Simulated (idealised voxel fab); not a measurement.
Process module, titled voxel released beams
The cross-section shown here is cut; it is 250 nm wide and divided into square cells measuring 5 nm on a side.
In this document a cross-section is written as a grid of square cells. It is given as a series of bands, listed from the top down, and a band is one or more rows of cells. Basically the band line says how high the top is and how high the bottom is, in nm, and then what's in it from left to right, every material with its width in nm. Empty space shows up as "empty", and if a single material carries "throughout" it runs the full band edge to edge. Basically, 0 is our baseline, since under it the wafer straight out of the box is all one material. The bottom band has no lower end and keeps on going down, so it looks like "z 0 and below". A width such as "30->40" changes by the same amount from each row of cells to the next, from the band's top row to its bottom row. Where the words "nothing altered" appear for a step, the cross-section shows no cell changed by that step; every cell remained as before. Empty spaces counting at least 8 cells and having no open way to the top are listed in "Closed void roster". The notation width x height at distance is used for each, the distance being from the left edge and all three values in nm. Anything after a step's settings on that line? It's the simulator's own note about the step. overlay nm: where the mask lay relative to plan, measured to the right, on steps with a mask; negatives go left.

The steps planned for the process are as follows
1,RECEIVE with material Si
2,CONFORMAL_DEP with material Al2O3, thk nm 5
3,DIRECTIONAL_DEP with material SiO2, thk nm 10
4,PATTERN with tone open, mask id ANCHOR, material resist, width nm 30, thk nm 15, overlay nm 0
5,DIRECTIONAL_ETCH with etch materials SiO2, depth nm 10
6,STRIP with etch materials resist
7,CONFORMAL_DEP with material SiN, thk nm 10
8,PATTERN with tone cover, mask id BEAM, material resist, width nm 100, thk nm 15, overlay nm 0
9,DIRECTIONAL_ETCH with etch materials SiN, depth nm 10
10,STRIP with etch materials resist
11,STRIP with etch materials SiO2

As-received state of the wafer in cross-section, equivalent to post-step 1
> z 0 and below = Si throughout
> Closed void roster: none

This is how the wafer looks in cross-section once the module is done, given the starting state and plan above and one mistake in carrying the plan out
> z 25 to 15 = empty=70; SiN=100; empty=80
> z 15 to 10 = Al2O3 throughout
> z 10 to 0 = SiO2 throughout
> z 0 and below = Si throughout
> Closed void roster: none
Misprocessing identified: step 3 occupied the plan position of step 2, and the converse holds as well
